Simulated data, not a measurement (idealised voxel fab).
The following is a process module called voxel trench capacitor.
In the cross-section labelled cut, the width is 230 nm and each square cell is 5 nm.
Cross-section = grid of square cells, listed top down in bands; band = one or more rows. Quick guide to a band line: top height, bottom height (nm) up front; then every material left to right with its width in nm. Only one material and it's marked "full width"? Then it fills the band edge to edge. And "air" just means empty space. Beneath 0, the wafer as received is one material, and that level is where height counting begins. The lowest band goes on downward without a bottom; it is written like "0 nm and below". Per-row width for "30->40": begins at first number (top row of band), ends at second number (bottom row), increment between rows held constant. The cross-section has no changed cell in any step marked "everything unchanged". Reported under the label "Closed empty spaces" are the empty spaces having no open way to the top and comprising 8 cells or more; the notation for each is width x height at distance, in which the distance is measured from the left edge and all three values are in nm. Text after the settings on a step's line: the simulator's own remark on that step. Among the settings permitted on a step's line is "overlay nm"; applied to a step with a mask, it specifies the extent to which the mask lay to the right of its planned position, whereas a negative figure signifies a position to the left.
Planned step list for the process:
1 RECEIVE (material Si)
2 CONFORMAL_DEP (material SiN; thk nm 10)
3 PATTERN (tone open; mask id TRENCH; material resist; width nm 25; pitch nm 55; thk nm 15; overlay nm 0)
4 DIRECTIONAL_ETCH (etch materials SiN; depth nm 10)
5 DIRECTIONAL_ETCH (etch materials Si; depth nm 30)
6 STRIP (etch materials resist)
7 CONFORMAL_DEP (material Al2O3; thk nm 5)
8 FILL_DEP (material polySi; thk nm 10)
9 CMP (height nm 10)
Step 1 complete: cross-section of the wafer as received:
- 0 nm and below: Si full width
- Closed empty spaces: none
Starting structure and process plan are as shown above, but one mistake was made in running the module; the wafer cross-section at the end of the module follows:
- 10 nm to 0 nm: SiN=45; Al2O3=5; polySi=15; Al2O3=5; SiN=30; Al2O3=5; polySi=15; Al2O3=5; SiN=30; Al2O3=5; polySi=15; Al2O3=5; SiN=50
- 0 nm to -15 nm: Si=45; Al2O3=5; polySi=15; Al2O3=5; Si=30; Al2O3=5; polySi=15; Al2O3=5; Si=30; Al2O3=5; polySi=15; Al2O3=5; Si=50
- -15 nm to -20 nm: Si=45; Al2O3=25; Si=30; Al2O3=25; Si=30; Al2O3=25; Si=50
- -20 nm and below: Si full width
- Closed empty spaces: none
what went wrong: step 5 was processed under conditions differing from the plan, specifically as DIRECTIONAL_ETCH (etch materials Si; depth nm 20)
